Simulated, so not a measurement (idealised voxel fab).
process module | voxel gate over fins
cross-section cut | 300 nm wide | cells 5 nm
A cross-section is a grid of square cells, given in bands from the top down. A band is one or more rows of cells.
Each band's line starts with the height of the band's top and of its bottom, in nm. Then come its materials from left to right, each with its width in nm. One material with "throughout" fills the band from edge to edge. "air" is empty space.
Height 0 is the level under which the wafer as received is all one material. The lowest band goes on downwards, as in "0 down".
A width such as "30 to 40" changes by the same amount from each row of cells to the next, from the band's top row to its bottom row.
"no change" after a step means that no cell of the cross-section changed.
closed voids: empty space of 8 cells or more with no open way to the top, each as width x height at its distance from the left edge, in nm
after a step's settings: what the simulator itself notes on the step
overlay nm, on a step with a mask: how far to the right of its planned place the mask lay; to the left if negative
plan
1 op RECEIVE | material Si
2 op CONFORMAL_DEP | material SiN | thk nm 5
3 op MASKED_ETCH | tone cover | mask id FINS | width nm 15 | pitch nm 45 | etch materials SiN | depth nm 5 | overlay nm 0
4 op MASKED_ETCH | tone cover | mask id FINS | width nm 15 | pitch nm 45 | etch materials Si | depth nm 35 | overlay nm 0
5 op FILL_DEP | material SiO2 | thk nm 5
6 op CMP | height nm 5
7 op SELECTIVE_ETCH | etch materials SiO2 | depth nm 20
8 op STRIP | etch materials SiN
9 op CONFORMAL_DEP | material HfO2 | thk nm 5
10 op CONFORMAL_DEP | material TiN | thk nm 5
11 op CONFORMAL_DEP | material TiAl | thk nm 5
12 op CONFORMAL_DEP | material TiN | thk nm 5
13 op FILL_DEP | material W | thk nm 10
14 op CMP | height nm 25
15 op CONFORMAL_DEP | material SiCN | thk nm 5
first wafer, as planned
as received, after step 1
  0 down: Si throughout
  closed voids: none
after step 2
  5 to 0: SiN throughout
  below 0: unchanged
after step 3
  5 to 0: air 120 | SiN 15 | air 30 | SiN 15 | air 120
  below 0: unchanged
after step 4
  5 to 0: air 120 | SiN 15 | air 30 | SiN 15 | air 120
  0 to -35: air 120 | Si 15 | air 30 | Si 15 | air 120
  below -35: unchanged
after step 5
  10 to 5: SiO2 throughout
  5 to 0: SiO2 120 | SiN 15 | SiO2 30 | SiN 15 | SiO2 120
  0 to -35: SiO2 120 | Si 15 | SiO2 30 | Si 15 | SiO2 120
  below -35: unchanged
after step 6
  5 to 0: SiO2 120 | SiN 15 | SiO2 30 | SiN 15 | SiO2 120
  below 0: unchanged
after step 7
  5 to 0: air 120 | SiN 15 | air 30 | SiN 15 | air 120
  0 to -15: air 120 | Si 15 | air 30 | Si 15 | air 120
  below -15: unchanged
after step 8
  0 to -15: air 120 | Si 15 | air 30 | Si 15 | air 120
  below -15: unchanged
after step 9
  5 to 0: air 115 | HfO2 25 | air 20 | HfO2 25 | air 115
  0 to -10: air 115 | HfO2 5 | Si 15 | HfO2 5 | air 20 | HfO2 5 | Si 15 | HfO2 5 | air 115
  -10 to -15: HfO2 120 | Si 15 | HfO2 30 | Si 15 | HfO2 120
  below -15: unchanged
after step 10
  10 to 5: air 110 | TiN 35 | air 10 | TiN 35 | air 110
  5 to 0: air 110 | TiN 5 | HfO2 25 | TiN 5 | air 10 | TiN 5 | HfO2 25 | TiN 5 | air 110
  0 to -5: air 110 | TiN 5 | HfO2 5 | Si 15 | HfO2 5 | TiN 5 | air 10 | TiN 5 | HfO2 5 | Si 15 | HfO2 5 | TiN 5 | air 110
  -5 to -10: TiN 115 | HfO2 5 | Si 15 | HfO2 5 | TiN 20 | HfO2 5 | Si 15 | HfO2 5 | TiN 115
  below -10: unchanged
after step 11
  15 to 10: air 105 | TiAl 90 | air 105
  10 to 5: air 105 | TiAl 5 | TiN 35 | TiAl 10 | TiN 35 | TiAl 5 | air 105
  5 to 0: air 105 | TiAl 5 | TiN 5 | HfO2 25 | TiN 5 | TiAl 10 | TiN 5 | HfO2 25 | TiN 5 | TiAl 5 | air 105
  0 to -5: TiAl 110 | TiN 5 | HfO2 5 | Si 15 | HfO2 5 | TiN 5 | TiAl 10 | TiN 5 | HfO2 5 | Si 15 | HfO2 5 | TiN 5 | TiAl 110
  below -5: unchanged
after step 12
  20 to 15: air 100 | TiN 100 | air 100
  15 to 10: air 100 | TiN 5 | TiAl 90 | TiN 5 | air 100
  10 to 5: air 100 | TiN 5 | TiAl 5 | TiN 35 | TiAl 10 | TiN 35 | TiAl 5 | TiN 5 | air 100
  5 to 0: TiN 105 | TiAl 5 | TiN 5 | HfO2 25 | TiN 5 | TiAl 10 | TiN 5 | HfO2 25 | TiN 5 | TiAl 5 | TiN 105
  below 0: unchanged
after step 13
  30 to 20: W throughout
  20 to 15: W 100 | TiN 100 | W 100
  15 to 10: W 100 | TiN 5 | TiAl 90 | TiN 5 | W 100
  10 to 5: W 100 | TiN 5 | TiAl 5 | TiN 35 | TiAl 10 | TiN 35 | TiAl 5 | TiN 5 | W 100
  below 5: unchanged
after step 14
  25 to 20: W throughout
  below 20: unchanged
after step 15
  30 to 25: SiCN throughout
  below 25: unchanged
second wafer: like start, like plan, one mistake. Through step 14 it matches the first wafer
when step 15 should have ended
  40 to 25: SiCN throughout
  below 25: unchanged
what went wrong: step 15 ran as: op CONFORMAL_DEP | material SiCN | thk nm 15
at the end the second wafer has, in cells: 120 more of SiCN
